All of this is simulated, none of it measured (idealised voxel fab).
process module | voxel self aligned vias
cross-section cut | 290 nm wide | cells 5 nm
A cross-section is a grid of square cells, given in bands from the top down. A band is one or more rows of cells.
Each band's line starts with the height of the band's top and of its bottom, in nm. Then come its materials from left to right, each with its width in nm. One material with "throughout" fills the band from edge to edge. "air" is empty space.
Height 0 is the level under which the wafer as received is all one material. The lowest band goes on downwards, as in "0 down".
A width such as "30 to 40" changes by the same amount from each row of cells to the next, from the band's top row to its bottom row.
"no change" after a step means that no cell of the cross-section changed.
closed voids: empty space of 8 cells or more with no open way to the top, each as width x height at its distance from the left edge, in nm
after a step's settings: what the simulator itself notes on the step
overlay nm, on a step with a mask: how far to the right of its planned place the mask lay; to the left if negative
plan
1 op RECEIVE | material Si
2 op CONFORMAL_DEP | material SiO2 | thk nm 15
3 op CONFORMAL_DEP | material SiCN | thk nm 5
4 op DIRECTIONAL_DEP | material lowk | thk nm 20
5 op DIRECTIONAL_DEP | material aC | thk nm 15
6 op PATTERN | tone open | mask id LINES | material resist | width nm 30 | pitch nm 75 | thk nm 35 | overlay nm 0
7 op DIRECTIONAL_ETCH | etch materials aC | depth nm 15
8 op STRIP | etch materials resist
9 op DIRECTIONAL_ETCH | etch materials lowk | depth nm 20
10 op STRIP | etch materials aC
11 op CONFORMAL_DEP | material TiN | thk nm 5
12 op FILL_DEP | material W | thk nm 5
13 op CMP | height nm 40
14 op SELECTIVE_ETCH | etch materials W Ru TiN | depth nm 10
15 op FILL_DEP | material SiN | thk nm 5
16 op CMP | height nm 40
17 op DIRECTIONAL_DEP | material lowk | thk nm 15
18 op MASKED_ETCH | tone open | mask id VIAS | width nm 50 | pitch nm 75 | etch materials lowk | depth nm 15 | overlay nm 0
19 op MASKED_ETCH | tone open | mask id VIAS | width nm 50 | pitch nm 75 | etch materials SiN | depth nm 10 | overlay nm 0
20 op CONFORMAL_DEP | material TiN | thk nm 5
21 op FILL_DEP | material Ru | thk nm 10
22 op CMP | height nm 55
23 op CONFORMAL_DEP | material SiCN | thk nm 5
as received, after step 1
  0 down: Si throughout
  closed voids: none
a wafer at the end: this start, this plan, one mistake
  60 to 55: SiCN throughout
  55 to 45: lowk 45 | TiN 5 | Ru 40 | TiN 5 | lowk 25 | TiN 5 | Ru 40 | TiN 5 | lowk 25 | TiN 5 | Ru 40 | TiN 5 | lowk 45
  45 to 40: lowk 45 | TiN 50 | lowk 25 | TiN 50 | lowk 25 | TiN 50 | lowk 45
  40 to 30: SiN 45 | TiN 10 | lowk 30 | TiN 10 | SiN 25 | TiN 10 | lowk 30 | TiN 10 | SiN 25 | TiN 10 | lowk 30 | TiN 10 | SiN 45
  30 to 25: W 50 | TiN 5 | lowk 30 | TiN 5 | W 35 | TiN 5 | lowk 30 | TiN 5 | W 35 | TiN 5 | lowk 30 | TiN 5 | W 50
  25 to 20: TiN 55 | lowk 30 | TiN 45 | lowk 30 | TiN 45 | lowk 30 | TiN 55
  20 to 15: SiCN throughout
  15 to 0: SiO2 throughout
  0 down: Si throughout
  closed voids: none
what went wrong: step 6 ran as: op PATTERN | tone cover | mask id LINES | material resist | width nm 30 | pitch nm 75 | thk nm 35 | overlay nm 0
